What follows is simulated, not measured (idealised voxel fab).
The following process module bears the name voxel wiring stack.
This is section cut - it's 235 nm across, gridded in 5 nm square cells.
Cross-sections here: square-cell grids, written as top-down lists of bands, a band being one or more rows of cells.
It is stipulated that each band's entry specify, in nanometres, the height of the top of the band and then that of its bottom, followed by the materials of the band in left-to-right sequence, each together with its width in nanometres. A single material marked by the word "edge to edge" is understood to fill the band from edge to edge; the word "empty" is understood to denote empty space.
A quick word on heights: they are counted from 0, and under that level the wafer as it came to us is one material throughout. The lowest band is different from the rest in having no bottom; it simply continues downward, written as in "from 0 down".
Width spec "30 to 40" -> top row of cells at first value, bottom row at second value, equal per-row change in between.
Any step labelled "nothing altered" changed none of the cells in the cross-section.
The entry "Enclosed void listing" lists the empty spaces that cover at least 8 cells and have no open path to the top. Each is written as width x height at distance, where the distance is measured from the left edge and all three values are in nm.
What comes after the settings on a step's line is commentary from the simulator itself on that step.
On any step carrying a mask, the "overlay nm" setting, if present on the step's line, tells how far right of its planned place the mask lay; negative values point to the left.
Intended process steps
1 RECEIVE (material Si)
2 CONFORMAL_DEP (material SiO2; thk nm 10)
3 DIRECTIONAL_DEP (material TiN; thk nm 5)
4 DIRECTIONAL_DEP (material W; thk nm 20)
5 PATTERN (tone cover; mask id METAL_1; material resist; width nm 30; pitch nm 45; thk nm 20; overlay nm 0)
6 DIRECTIONAL_ETCH (etch materials W; depth nm 20)
7 DIRECTIONAL_ETCH (etch materials TiN; depth nm 5)
8 STRIP (etch materials resist)
9 FILL_DEP (material lowk; thk nm 5)
10 CMP (height nm 35)
11 CONFORMAL_DEP (material SiCN; thk nm 5)
12 DIRECTIONAL_DEP (material SiO2; thk nm 20)
13 DIRECTIONAL_DEP (material aC; thk nm 15)
14 PATTERN (tone open; mask id PLUG_1; material resist; width nm 15; pitch nm 45; thk nm 35; overlay nm 0)
15 DIRECTIONAL_ETCH (etch materials aC; depth nm 15)
16 STRIP (etch materials resist)
17 DIRECTIONAL_ETCH (etch materials SiO2; depth nm 20)
18 DIRECTIONAL_ETCH (etch materials SiCN; depth nm 5)
19 STRIP (etch materials aC)
20 CONFORMAL_DEP (material TiN; thk nm 5)
21 FILL_DEP (material W; thk nm 10)
22 CMP (height nm 60)
23 CONFORMAL_DEP (material SiCN; thk nm 5)
24 DIRECTIONAL_DEP (material lowk; thk nm 20)
25 PATTERN (tone open; mask id METAL_2; material resist; width nm 30; pitch nm 45; thk nm 15; overlay nm 0)
26 DIRECTIONAL_ETCH (etch materials lowk; depth nm 20)
27 DIRECTIONAL_ETCH (etch materials SiCN; depth nm 5)
28 STRIP (etch materials resist)
29 CONFORMAL_DEP (material TiN; thk nm 5)
30 FILL_DEP (material Cu; thk nm 5)
31 CMP (height nm 85)
32 CONFORMAL_DEP (material SiCN; thk nm 5)
33 DIRECTIONAL_DEP (material SiO2; thk nm 30)
34 PATTERN (tone open; mask id METAL_3; material resist; width nm 30; pitch nm 45; thk nm 15; overlay nm 0)
35 DIRECTIONAL_ETCH (etch materials SiO2; depth nm 20)
36 STRIP (etch materials resist)
37 PATTERN (tone open; mask id METAL_3_HOLES; material resist; width nm 15; pitch nm 90; thk nm 20; overlay nm 0)
38 DIRECTIONAL_ETCH (etch materials SiO2; depth nm 10)
39 DIRECTIONAL_ETCH (etch materials SiCN; depth nm 5)
40 STRIP (etch materials resist)
41 CONFORMAL_DEP (material TiN; thk nm 5)
42 FILL_DEP (material Cu; thk nm 5)
43 CMP (height nm 120)
44 CONFORMAL_DEP (material SiCN; thk nm 5)
45 DIRECTIONAL_DEP (material lowk; thk nm 30)
46 PATTERN (tone open; mask id METAL_4; material resist; width nm 30; pitch nm 45; thk nm 20; overlay nm 0)
47 DIRECTIONAL_ETCH (etch materials lowk; depth nm 15)
48 STRIP (etch materials resist)
49 MASKED_ETCH (tone open; mask id METAL_4_HOLES; width nm 15; pitch nm 45; etch materials lowk; depth nm 15; overlay nm 0)
50 MASKED_ETCH (tone open; mask id METAL_4_HOLES; width nm 15; pitch nm 45; etch materials SiCN; depth nm 5; overlay nm 0)
51 CONFORMAL_DEP (material TiN; thk nm 5)
52 FILL_DEP (material Cu; thk nm 10)
53 CMP (height nm 155)
54 CONFORMAL_DEP (material SiN; thk nm 5)
The first of the two wafers, which ran as planned
So this is the incoming wafer in cross-section - it's already been through step 1
    from 0 down  Si edge to edge
    Enclosed void listing: none
Once step 2 is through, the wafer looks like this in cross-section
    from 10 to 0  SiO2 edge to edge
    Nothing below the height 0 has changed.
Once step 3 is through, the wafer looks like this in cross-section
    from 15 to 10  TiN edge to edge
    Nothing below the height 10 has changed.
Once step 4 is through, the wafer looks like this in cross-section
    from 35 to 15  W edge to edge
    Nothing below the height 15 has changed.
Once step 5 is through, the wafer looks like this in cross-section
    from 55 to 35  empty=55, resist=30, empty=15, resist=30, empty=15, resist=30, empty=60
    Nothing below the height 35 has changed.
Once step 6 is through, the wafer looks like this in cross-section
    from 55 to 35  empty=55, resist=30, empty=15, resist=30, empty=15, resist=30, empty=60
    from 35 to 15  empty=55, W=30, empty=15, W=30, empty=15, W=30, empty=60
    Nothing below the height 15 has changed.
Once step 7 is through, the wafer looks like this in cross-section
    from 55 to 35  empty=55, resist=30, empty=15, resist=30, empty=15, resist=30, empty=60
    from 35 to 15  empty=55, W=30, empty=15, W=30, empty=15, W=30, empty=60
    from 15 to 10  empty=55, TiN=30, empty=15, TiN=30, empty=15, TiN=30, empty=60
    Nothing below the height 10 has changed.
Once step 8 is through, the wafer looks like this in cross-section
    from 35 to 15  empty=55, W=30, empty=15, W=30, empty=15, W=30, empty=60
    Nothing below the height 15 has changed.
Once step 9 is through, the wafer looks like this in cross-section
    from 40 to 35  lowk edge to edge
    from 35 to 15  lowk=55, W=30, lowk=15, W=30, lowk=15, W=30, lowk=60
    from 15 to 10  lowk=55, TiN=30, lowk=15, TiN=30, lowk=15, TiN=30, lowk=60
    Nothing below the height 10 has changed.
Once step 10 is through, the wafer looks like this in cross-section
    from 35 to 15  lowk=55, W=30, lowk=15, W=30, lowk=15, W=30, lowk=60
    Nothing below the height 15 has changed.
Once step 11 is through, the wafer looks like this in cross-section
    from 40 to 35  SiCN edge to edge
    Nothing below the height 35 has changed.
Once step 12 is through, the wafer looks like this in cross-section
    from 60 to 40  SiO2 edge to edge
    Nothing below the height 40 has changed.
Once step 13 is through, the wafer looks like this in cross-section
    from 75 to 60  aC edge to edge
    Nothing below the height 60 has changed.
Once step 14 is through, the wafer looks like this in cross-section
    from 110 to 75  resist=55, empty=15, resist=30, empty=15, resist=30, empty=15, resist=75
    Nothing below the height 75 has changed.
Once step 15 is through, the wafer looks like this in cross-section
    from 95 to 75  resist=55, empty=15, resist=30, empty=15, resist=30, empty=15, resist=75
    from 75 to 60  aC=55, empty=15, aC=30, empty=15, aC=30, empty=15, aC=75
    Nothing below the height 60 has changed.
Once step 16 is through, the wafer looks like this in cross-section
    from 75 to 60  aC=55, empty=15, aC=30, empty=15, aC=30, empty=15, aC=75
    Nothing below the height 60 has changed.
Once step 17 is through, the wafer looks like this in cross-section
    from 75 to 60  aC=55, empty=15, aC=30, empty=15, aC=30, empty=15, aC=75
    from 60 to 40  SiO2=55, empty=15, SiO2=30, empty=15, SiO2=30, empty=15, SiO2=75
    Nothing below the height 40 has changed.
Once step 18 is through, the wafer looks like this in cross-section
    from 75 to 60  aC=55, empty=15, aC=30, empty=15, aC=30, empty=15, aC=75
    from 60 to 40  SiO2=55, empty=15, SiO2=30, empty=15, SiO2=30, empty=15, SiO2=75
    from 40 to 35  SiCN=55, empty=15, SiCN=30, empty=15, SiCN=30, empty=15, SiCN=75
    Nothing below the height 35 has changed.
Once step 19 is through, the wafer looks like this in cross-section
    from 60 to 40  SiO2=55, empty=15, SiO2=30, empty=15, SiO2=30, empty=15, SiO2=75
    Nothing below the height 40 has changed.
Once step 20 is through, the wafer looks like this in cross-section
    from 65 to 60  TiN=60, empty=5, TiN=40, empty=5, TiN=40, empty=5, TiN=80
    from 60 to 40  SiO2=55, TiN=5, empty=5, TiN=5, SiO2=30, TiN=5, empty=5, TiN=5, SiO2=30, TiN=5, empty=5, TiN=5, SiO2=75
    from 40 to 35  SiCN=55, TiN=15, SiCN=30, TiN=15, SiCN=30, TiN=15, SiCN=75
    Nothing below the height 35 has changed.
Once step 21 is through, the wafer looks like this in cross-section
    from 75 to 65  W edge to edge
    from 65 to 60  TiN=60, W=5, TiN=40, W=5, TiN=40, W=5, TiN=80
    from 60 to 40  SiO2=55, TiN=5, W=5, TiN=5, SiO2=30, TiN=5, W=5, TiN=5, SiO2=30, TiN=5, W=5, TiN=5, SiO2=75
    Nothing below the height 40 has changed.
Once step 22 is through, the wafer looks like this in cross-section
    from 60 to 40  SiO2=55, TiN=5, W=5, TiN=5, SiO2=30, TiN=5, W=5, TiN=5, SiO2=30, TiN=5, W=5, TiN=5, SiO2=75
    Nothing below the height 40 has changed.
Once step 23 is through, the wafer looks like this in cross-section
    from 65 to 60  SiCN edge to edge
    Nothing below the height 60 has changed.
Once step 24 is through, the wafer looks like this in cross-section
    from 85 to 65  lowk edge to edge
    Nothing below the height 65 has changed.
Once step 25 is through, the wafer looks like this in cross-section
    from 100 to 85  resist=55, empty=30, resist=15, empty=30, resist=15, empty=30, resist=60
    Nothing below the height 85 has changed.
Once step 26 is through, the wafer looks like this in cross-section
    from 100 to 85  resist=55, empty=30, resist=15, empty=30, resist=15, empty=30, resist=60
    from 85 to 65  lowk=55, empty=30, lowk=15, empty=30, lowk=15, empty=30, lowk=60
    Nothing below the height 65 has changed.
Once step 27 is through, the wafer looks like this in cross-section
    from 100 to 85  resist=55, empty=30, resist=15, empty=30, resist=15, empty=30, resist=60
    from 85 to 65  lowk=55, empty=30, lowk=15, empty=30, lowk=15, empty=30, lowk=60
    from 65 to 60  SiCN=55, empty=30, SiCN=15, empty=30, SiCN=15, empty=30, SiCN=60
    Nothing below the height 60 has changed.
Once step 28 is through, the wafer looks like this in cross-section
    from 85 to 65  lowk=55, empty=30, lowk=15, empty=30, lowk=15, empty=30, lowk=60
    Nothing below the height 65 has changed.
Once step 29 is through, the wafer looks like this in cross-section
    from 90 to 85  TiN=60, empty=20, TiN=25, empty=20, TiN=25, empty=20, TiN=65
    from 85 to 65  lowk=55, TiN=5, empty=20, TiN=5, lowk=15, TiN=5, empty=20, TiN=5, lowk=15, TiN=5, empty=20, TiN=5, lowk=60
    from 65 to 60  SiCN=55, TiN=30, SiCN=15, TiN=30, SiCN=15, TiN=30, SiCN=60
    Nothing below the height 60 has changed.
Once step 30 is through, the wafer looks like this in cross-section
    from 95 to 90  Cu edge to edge
    from 90 to 85  TiN=60, Cu=20, TiN=25, Cu=20, TiN=25, Cu=20, TiN=65
    from 85 to 65  lowk=55, TiN=5, Cu=20, TiN=5, lowk=15, TiN=5, Cu=20, TiN=5, lowk=15, TiN=5, Cu=20, TiN=5, lowk=60
    Nothing below the height 65 has changed.
Once step 31 is through, the wafer looks like this in cross-section
    from 85 to 65  lowk=55, TiN=5, Cu=20, TiN=5, lowk=15, TiN=5, Cu=20, TiN=5, lowk=15, TiN=5, Cu=20, TiN=5, lowk=60
    Nothing below the height 65 has changed.
Once step 32 is through, the wafer looks like this in cross-section
    from 90 to 85  SiCN edge to edge
    Nothing below the height 85 has changed.
Once step 33 is through, the wafer looks like this in cross-section
    from 120 to 90  SiO2 edge to edge
    Nothing below the height 90 has changed.
Once step 34 is through, the wafer looks like this in cross-section
    from 135 to 120  resist=55, empty=30, resist=15, empty=30, resist=15, empty=30, resist=60
    Nothing below the height 120 has changed.
Once step 35 is through, the wafer looks like this in cross-section
    from 135 to 120  resist=55, empty=30, resist=15, empty=30, resist=15, empty=30, resist=60
    from 120 to 100  SiO2=55, empty=30, SiO2=15, empty=30, SiO2=15, empty=30, SiO2=60
    Nothing below the height 100 has changed.
Once step 36 is through, the wafer looks like this in cross-section
    from 120 to 100  SiO2=55, empty=30, SiO2=15, empty=30, SiO2=15, empty=30, SiO2=60
    Nothing below the height 100 has changed.
Once step 37 is through, the wafer looks like this in cross-section
    from 140 to 120  resist=55, empty=15, resist=75, empty=15, resist=75
    from 120 to 100  SiO2=55, empty=15, resist=15, SiO2=15, resist=30, SiO2=15, empty=15, resist=15, SiO2=60
    Nothing below the height 100 has changed.
Once step 38 is through, the wafer looks like this in cross-section
    from 140 to 120  resist=55, empty=15, resist=75, empty=15, resist=75
    from 120 to 100  SiO2=55, empty=15, resist=15, SiO2=15, resist=30, SiO2=15, empty=15, resist=15, SiO2=60
    from 100 to 90  SiO2=55, empty=15, SiO2=75, empty=15, SiO2=75
    Nothing below the height 90 has changed.
Once step 39 is through, the wafer looks like this in cross-section
    from 140 to 120  resist=55, empty=15, resist=75, empty=15, resist=75
    from 120 to 100  SiO2=55, empty=15, resist=15, SiO2=15, resist=30, SiO2=15, empty=15, resist=15, SiO2=60
    from 100 to 90  SiO2=55, empty=15, SiO2=75, empty=15, SiO2=75
    from 90 to 85  SiCN=55, empty=15, SiCN=75, empty=15, SiCN=75
    Nothing below the height 85 has changed.
Once step 40 is through, the wafer looks like this in cross-section
    from 120 to 100  SiO2=55, empty=30, SiO2=15, empty=30, SiO2=15, empty=30, SiO2=60
    Nothing below the height 100 has changed.
Once step 41 is through, the wafer looks like this in cross-section
    from 125 to 120  TiN=60, empty=20, TiN=25, empty=20, TiN=25, empty=20, TiN=65
    from 120 to 105  SiO2=55, TiN=5, empty=20, TiN=5, SiO2=15, TiN=5, empty=20, TiN=5, SiO2=15, TiN=5, empty=20, TiN=5, SiO2=60
    from 105 to 100  SiO2=55, TiN=5, empty=5, TiN=20, SiO2=15, TiN=30, SiO2=15, TiN=5, empty=5, TiN=20, SiO2=60
    from 100 to 90  SiO2=55, TiN=5, empty=5, TiN=5, SiO2=75, TiN=5, empty=5, TiN=5, SiO2=75
    from 90 to 85  SiCN=55, TiN=15, SiCN=75, TiN=15, SiCN=75
    Nothing below the height 85 has changed.
Once step 42 is through, the wafer looks like this in cross-section
    from 130 to 125  Cu edge to edge
    from 125 to 120  TiN=60, Cu=20, TiN=25, Cu=20, TiN=25, Cu=20, TiN=65
    from 120 to 105  SiO2=55, TiN=5, Cu=20, TiN=5, SiO2=15, TiN=5, Cu=20, TiN=5, SiO2=15, TiN=5, Cu=20, TiN=5, SiO2=60
    from 105 to 100  SiO2=55, TiN=5, Cu=5, TiN=20, SiO2=15, TiN=30, SiO2=15, TiN=5, Cu=5, TiN=20, SiO2=60
    from 100 to 90  SiO2=55, TiN=5, Cu=5, TiN=5, SiO2=75, TiN=5, Cu=5, TiN=5, SiO2=75
    Nothing below the height 90 has changed.
Once step 43 is through, the wafer looks like this in cross-section
    from 120 to 105  SiO2=55, TiN=5, Cu=20, TiN=5, SiO2=15, TiN=5, Cu=20, TiN=5, SiO2=15, TiN=5, Cu=20, TiN=5, SiO2=60
    Nothing below the height 105 has changed.
Once step 44 is through, the wafer looks like this in cross-section
    from 125 to 120  SiCN edge to edge
    Nothing below the height 120 has changed.
Once step 45 is through, the wafer looks like this in cross-section
    from 155 to 125  lowk edge to edge
    Nothing below the height 125 has changed.
Once step 46 is through, the wafer looks like this in cross-section
    from 175 to 155  resist=55, empty=30, resist=15, empty=30, resist=15, empty=30, resist=60
    Nothing below the height 155 has changed.
Once step 47 is through, the wafer looks like this in cross-section
    from 175 to 155  resist=55, empty=30, resist=15, empty=30, resist=15, empty=30, resist=60
    from 155 to 140  lowk=55, empty=30, lowk=15, empty=30, lowk=15, empty=30, lowk=60
    Nothing below the height 140 has changed.
Once step 48 is through, the wafer looks like this in cross-section
    from 155 to 140  lowk=55, empty=30, lowk=15, empty=30, lowk=15, empty=30, lowk=60
    Nothing below the height 140 has changed.
Once step 49 is through, the wafer looks like this in cross-section
    from 155 to 140  lowk=55, empty=30, lowk=15, empty=30, lowk=15, empty=30, lowk=60
    from 140 to 125  lowk=55, empty=15, lowk=30, empty=15, lowk=30, empty=15, lowk=75
    Nothing below the height 125 has changed.
Once step 50 is through, the wafer looks like this in cross-section
    from 155 to 140  lowk=55, empty=30, lowk=15, empty=30, lowk=15, empty=30, lowk=60
    from 140 to 125  lowk=55, empty=15, lowk=30, empty=15, lowk=30, empty=15, lowk=75
    from 125 to 120  SiCN=55, empty=15, SiCN=30, empty=15, SiCN=30, empty=15, SiCN=75
    Nothing below the height 120 has changed.
Once step 51 is through, the wafer looks like this in cross-section
    from 160 to 155  TiN=60, empty=20, TiN=25, empty=20, TiN=25, empty=20, TiN=65
    from 155 to 145  lowk=55, TiN=5, empty=20, TiN=5, lowk=15, TiN=5, empty=20, TiN=5, lowk=15, TiN=5, empty=20, TiN=5, lowk=60
    from 145 to 140  lowk=55, TiN=5, empty=5, TiN=20, lowk=15, TiN=5, empty=5, TiN=20, lowk=15, TiN=5, empty=5, TiN=20, lowk=60
    from 140 to 125  lowk=55, TiN=5, empty=5, TiN=5, lowk=30, TiN=5, empty=5, TiN=5, lowk=30, TiN=5, empty=5, TiN=5, lowk=75
    from 125 to 120  SiCN=55, TiN=15, SiCN=30, TiN=15, SiCN=30, TiN=15, SiCN=75
    Nothing below the height 120 has changed.
Once step 52 is through, the wafer looks like this in cross-section
    from 170 to 160  Cu edge to edge
    from 160 to 155  TiN=60, Cu=20, TiN=25, Cu=20, TiN=25, Cu=20, TiN=65
    from 155 to 145  lowk=55, TiN=5, Cu=20, TiN=5, lowk=15, TiN=5, Cu=20, TiN=5, lowk=15, TiN=5, Cu=20, TiN=5, lowk=60
    from 145 to 140  lowk=55, TiN=5, Cu=5, TiN=20, lowk=15, TiN=5, Cu=5, TiN=20, lowk=15, TiN=5, Cu=5, TiN=20, lowk=60
    from 140 to 125  lowk=55, TiN=5, Cu=5, TiN=5, lowk=30, TiN=5, Cu=5, TiN=5, lowk=30, TiN=5, Cu=5, TiN=5, lowk=75
    Nothing below the height 125 has changed.
Once step 53 is through, the wafer looks like this in cross-section
    from 155 to 145  lowk=55, TiN=5, Cu=20, TiN=5, lowk=15, TiN=5, Cu=20, TiN=5, lowk=15, TiN=5, Cu=20, TiN=5, lowk=60
    Nothing below the height 145 has changed.
Once step 54 is through, the wafer looks like this in cross-section
    from 160 to 155  SiN edge to edge
    Nothing below the height 155 has changed.
Second wafer. Start and plan as for the first. One mistake made in running. Agrees with the first up to and including step 10
Second wafer, section view, time point: scheduled end of step 11
    from 40 to 35  TiN edge to edge
    Nothing below the height 35 has changed.
Second wafer, section view, time point: scheduled end of step 12
    from 60 to 40  SiO2 edge to edge
    Nothing below the height 40 has changed.
Second wafer, section view, time point: scheduled end of step 13
    from 75 to 60  aC edge to edge
    Nothing below the height 60 has changed.
Second wafer, section view, time point: scheduled end of step 14
    from 110 to 75  resist=55, empty=15, resist=30, empty=15, resist=30, empty=15, resist=75
    Nothing below the height 75 has changed.
Second wafer, section view, time point: scheduled end of step 15
    from 95 to 75  resist=55, empty=15, resist=30, empty=15, resist=30, empty=15, resist=75
    from 75 to 60  aC=55, empty=15, aC=30, empty=15, aC=30, empty=15, aC=75
    Nothing below the height 60 has changed.
Second wafer, section view, time point: scheduled end of step 16
    from 75 to 60  aC=55, empty=15, aC=30, empty=15, aC=30, empty=15, aC=75
    Nothing below the height 60 has changed.
Second wafer, section view, time point: scheduled end of step 17
    from 75 to 60  aC=55, empty=15, aC=30, empty=15, aC=30, empty=15, aC=75
    from 60 to 40  SiO2=55, empty=15, SiO2=30, empty=15, SiO2=30, empty=15, SiO2=75
    Nothing below the height 40 has changed.
Second wafer, section view, time point: scheduled end of step 18: nothing altered
Second wafer, section view, time point: scheduled end of step 19
    from 60 to 40  SiO2=55, empty=15, SiO2=30, empty=15, SiO2=30, empty=15, SiO2=75
    Nothing below the height 40 has changed.
Second wafer, section view, time point: scheduled end of step 20
    from 65 to 60  TiN=60, empty=5, TiN=40, empty=5, TiN=40, empty=5, TiN=80
    from 60 to 45  SiO2=55, TiN=5, empty=5, TiN=5, SiO2=30, TiN=5, empty=5, TiN=5, SiO2=30, TiN=5, empty=5, TiN=5, SiO2=75
    from 45 to 40  SiO2=55, TiN=15, SiO2=30, TiN=15, SiO2=30, TiN=15, SiO2=75
    Nothing below the height 40 has changed.
Second wafer, section view, time point: scheduled end of step 21
    from 75 to 65  W edge to edge
    from 65 to 60  TiN=60, W=5, TiN=40, W=5, TiN=40, W=5, TiN=80
    from 60 to 45  SiO2=55, TiN=5, W=5, TiN=5, SiO2=30, TiN=5, W=5, TiN=5, SiO2=30, TiN=5, W=5, TiN=5, SiO2=75
    Nothing below the height 45 has changed.
Second wafer, section view, time point: scheduled end of step 22
    from 60 to 45  SiO2=55, TiN=5, W=5, TiN=5, SiO2=30, TiN=5, W=5, TiN=5, SiO2=30, TiN=5, W=5, TiN=5, SiO2=75
    Nothing below the height 45 has changed.
Second wafer, section view, time point: scheduled end of step 23
    from 65 to 60  SiCN edge to edge
    Nothing below the height 60 has changed.
Second wafer, section view, time point: scheduled end of step 24
    from 85 to 65  lowk edge to edge
    Nothing below the height 65 has changed.
Second wafer, section view, time point: scheduled end of step 25
    from 100 to 85  resist=55, empty=30, resist=15, empty=30, resist=15, empty=30, resist=60
    Nothing below the height 85 has changed.
Second wafer, section view, time point: scheduled end of step 26
    from 100 to 85  resist=55, empty=30, resist=15, empty=30, resist=15, empty=30, resist=60
    from 85 to 65  lowk=55, empty=30, lowk=15, empty=30, lowk=15, empty=30, lowk=60
    Nothing below the height 65 has changed.
Second wafer, section view, time point: scheduled end of step 27
    from 100 to 85  resist=55, empty=30, resist=15, empty=30, resist=15, empty=30, resist=60
    from 85 to 65  lowk=55, empty=30, lowk=15, empty=30, lowk=15, empty=30, lowk=60
    from 65 to 60  SiCN=55, empty=30, SiCN=15, empty=30, SiCN=15, empty=30, SiCN=60
    Nothing below the height 60 has changed.
Second wafer, section view, time point: scheduled end of step 28
    from 85 to 65  lowk=55, empty=30, lowk=15, empty=30, lowk=15, empty=30, lowk=60
    Nothing below the height 65 has changed.
Second wafer, section view, time point: scheduled end of step 29
    from 90 to 85  TiN=60, empty=20, TiN=25, empty=20, TiN=25, empty=20, TiN=65
    from 85 to 65  lowk=55, TiN=5, empty=20, TiN=5, lowk=15, TiN=5, empty=20, TiN=5, lowk=15, TiN=5, empty=20, TiN=5, lowk=60
    from 65 to 60  SiCN=55, TiN=30, SiCN=15, TiN=30, SiCN=15, TiN=30, SiCN=60
    Nothing below the height 60 has changed.
Second wafer, section view, time point: scheduled end of step 30
    from 95 to 90  Cu edge to edge
    from 90 to 85  TiN=60, Cu=20, TiN=25, Cu=20, TiN=25, Cu=20, TiN=65
    from 85 to 65  lowk=55, TiN=5, Cu=20, TiN=5, lowk=15, TiN=5, Cu=20, TiN=5, lowk=15, TiN=5, Cu=20, TiN=5, lowk=60
    Nothing below the height 65 has changed.
Second wafer, section view, time point: scheduled end of step 31
    from 85 to 65  lowk=55, TiN=5, Cu=20, TiN=5, lowk=15, TiN=5, Cu=20, TiN=5, lowk=15, TiN=5, Cu=20, TiN=5, lowk=60
    Nothing below the height 65 has changed.
Second wafer, section view, time point: scheduled end of step 32
    from 90 to 85  SiCN edge to edge
    Nothing below the height 85 has changed.
Second wafer, section view, time point: scheduled end of step 33
    from 120 to 90  SiO2 edge to edge
    Nothing below the height 90 has changed.
Second wafer, section view, time point: scheduled end of step 34
    from 135 to 120  resist=55, empty=30, resist=15, empty=30, resist=15, empty=30, resist=60
    Nothing below the height 120 has changed.
Second wafer, section view, time point: scheduled end of step 35
    from 135 to 120  resist=55, empty=30, resist=15, empty=30, resist=15, empty=30, resist=60
    from 120 to 100  SiO2=55, empty=30, SiO2=15, empty=30, SiO2=15, empty=30, SiO2=60
    Nothing below the height 100 has changed.
Second wafer, section view, time point: scheduled end of step 36
    from 120 to 100  SiO2=55, empty=30, SiO2=15, empty=30, SiO2=15, empty=30, SiO2=60
    Nothing below the height 100 has changed.
Second wafer, section view, time point: scheduled end of step 37
    from 140 to 120  resist=55, empty=15, resist=75, empty=15, resist=75
    from 120 to 100  SiO2=55, empty=15, resist=15, SiO2=15, resist=30, SiO2=15, empty=15, resist=15, SiO2=60
    Nothing below the height 100 has changed.
Second wafer, section view, time point: scheduled end of step 38
    from 140 to 120  resist=55, empty=15, resist=75, empty=15, resist=75
    from 120 to 100  SiO2=55, empty=15, resist=15, SiO2=15, resist=30, SiO2=15, empty=15, resist=15, SiO2=60
    from 100 to 90  SiO2=55, empty=15, SiO2=75, empty=15, SiO2=75
    Nothing below the height 90 has changed.
Second wafer, section view, time point: scheduled end of step 39
    from 140 to 120  resist=55, empty=15, resist=75, empty=15, resist=75
    from 120 to 100  SiO2=55, empty=15, resist=15, SiO2=15, resist=30, SiO2=15, empty=15, resist=15, SiO2=60
    from 100 to 90  SiO2=55, empty=15, SiO2=75, empty=15, SiO2=75
    from 90 to 85  SiCN=55, empty=15, SiCN=75, empty=15, SiCN=75
    Nothing below the height 85 has changed.
Second wafer, section view, time point: scheduled end of step 40
    from 120 to 100  SiO2=55, empty=30, SiO2=15, empty=30, SiO2=15, empty=30, SiO2=60
    Nothing below the height 100 has changed.
Second wafer, section view, time point: scheduled end of step 41
    from 125 to 120  TiN=60, empty=20, TiN=25, empty=20, TiN=25, empty=20, TiN=65
    from 120 to 105  SiO2=55, TiN=5, empty=20, TiN=5, SiO2=15, TiN=5, empty=20, TiN=5, SiO2=15, TiN=5, empty=20, TiN=5, SiO2=60
    from 105 to 100  SiO2=55, TiN=5, empty=5, TiN=20, SiO2=15, TiN=30, SiO2=15, TiN=5, empty=5, TiN=20, SiO2=60
    from 100 to 90  SiO2=55, TiN=5, empty=5, TiN=5, SiO2=75, TiN=5, empty=5, TiN=5, SiO2=75
    from 90 to 85  SiCN=55, TiN=15, SiCN=75, TiN=15, SiCN=75
    Nothing below the height 85 has changed.
Second wafer, section view, time point: scheduled end of step 42
    from 130 to 125  Cu edge to edge
    from 125 to 120  TiN=60, Cu=20, TiN=25, Cu=20, TiN=25, Cu=20, TiN=65
    from 120 to 105  SiO2=55, TiN=5, Cu=20, TiN=5, SiO2=15, TiN=5, Cu=20, TiN=5, SiO2=15, TiN=5, Cu=20, TiN=5, SiO2=60
    from 105 to 100  SiO2=55, TiN=5, Cu=5, TiN=20, SiO2=15, TiN=30, SiO2=15, TiN=5, Cu=5, TiN=20, SiO2=60
    from 100 to 90  SiO2=55, TiN=5, Cu=5, TiN=5, SiO2=75, TiN=5, Cu=5, TiN=5, SiO2=75
    Nothing below the height 90 has changed.
Second wafer, section view, time point: scheduled end of step 43
    from 120 to 105  SiO2=55, TiN=5, Cu=20, TiN=5, SiO2=15, TiN=5, Cu=20, TiN=5, SiO2=15, TiN=5, Cu=20, TiN=5, SiO2=60
    Nothing below the height 105 has changed.
Second wafer, section view, time point: scheduled end of step 44
    from 125 to 120  SiCN edge to edge
    Nothing below the height 120 has changed.
Second wafer, section view, time point: scheduled end of step 45
    from 155 to 125  lowk edge to edge
    Nothing below the height 125 has changed.
Second wafer, section view, time point: scheduled end of step 46
    from 175 to 155  resist=55, empty=30, resist=15, empty=30, resist=15, empty=30, resist=60
    Nothing below the height 155 has changed.
Second wafer, section view, time point: scheduled end of step 47
    from 175 to 155  resist=55, empty=30, resist=15, empty=30, resist=15, empty=30, resist=60
    from 155 to 140  lowk=55, empty=30, lowk=15, empty=30, lowk=15, empty=30, lowk=60
    Nothing below the height 140 has changed.
Second wafer, section view, time point: scheduled end of step 48
    from 155 to 140  lowk=55, empty=30, lowk=15, empty=30, lowk=15, empty=30, lowk=60
    Nothing below the height 140 has changed.
Second wafer, section view, time point: scheduled end of step 49
    from 155 to 140  lowk=55, empty=30, lowk=15, empty=30, lowk=15, empty=30, lowk=60
    from 140 to 125  lowk=55, empty=15, lowk=30, empty=15, lowk=30, empty=15, lowk=75
    Nothing below the height 125 has changed.
Second wafer, section view, time point: scheduled end of step 50
    from 155 to 140  lowk=55, empty=30, lowk=15, empty=30, lowk=15, empty=30, lowk=60
    from 140 to 125  lowk=55, empty=15, lowk=30, empty=15, lowk=30, empty=15, lowk=75
    from 125 to 120  SiCN=55, empty=15, SiCN=30, empty=15, SiCN=30, empty=15, SiCN=75
    Nothing below the height 120 has changed.
Second wafer, section view, time point: scheduled end of step 51
    from 160 to 155  TiN=60, empty=20, TiN=25, empty=20, TiN=25, empty=20, TiN=65
    from 155 to 145  lowk=55, TiN=5, empty=20, TiN=5, lowk=15, TiN=5, empty=20, TiN=5, lowk=15, TiN=5, empty=20, TiN=5, lowk=60
    from 145 to 140  lowk=55, TiN=5, empty=5, TiN=20, lowk=15, TiN=5, empty=5, TiN=20, lowk=15, TiN=5, empty=5, TiN=20, lowk=60
    from 140 to 125  lowk=55, TiN=5, empty=5, TiN=5, lowk=30, TiN=5, empty=5, TiN=5, lowk=30, TiN=5, empty=5, TiN=5, lowk=75
    from 125 to 120  SiCN=55, TiN=15, SiCN=30, TiN=15, SiCN=30, TiN=15, SiCN=75
    Nothing below the height 120 has changed.
Second wafer, section view, time point: scheduled end of step 52
    from 170 to 160  Cu edge to edge
    from 160 to 155  TiN=60, Cu=20, TiN=25, Cu=20, TiN=25, Cu=20, TiN=65
    from 155 to 145  lowk=55, TiN=5, Cu=20, TiN=5, lowk=15, TiN=5, Cu=20, TiN=5, lowk=15, TiN=5, Cu=20, TiN=5, lowk=60
    from 145 to 140  lowk=55, TiN=5, Cu=5, TiN=20, lowk=15, TiN=5, Cu=5, TiN=20, lowk=15, TiN=5, Cu=5, TiN=20, lowk=60
    from 140 to 125  lowk=55, TiN=5, Cu=5, TiN=5, lowk=30, TiN=5, Cu=5, TiN=5, lowk=30, TiN=5, Cu=5, TiN=5, lowk=75
    Nothing below the height 125 has changed.
Second wafer, section view, time point: scheduled end of step 53
    from 155 to 145  lowk=55, TiN=5, Cu=20, TiN=5, lowk=15, TiN=5, Cu=20, TiN=5, lowk=15, TiN=5, Cu=20, TiN=5, lowk=60
    Nothing below the height 145 has changed.
Second wafer, section view, time point: scheduled end of step 54
    from 160 to 155  SiN edge to edge
    Nothing below the height 155 has changed.
Here's what went sideways: heads up, step 11 didn't go per plan, it actually ran as CONFORMAL_DEP (material TiN; thk nm 5)
Count the cells at the end and the second wafer has more or fewer of some materials than the first: SiCN -38 | TiN +41 | W -3
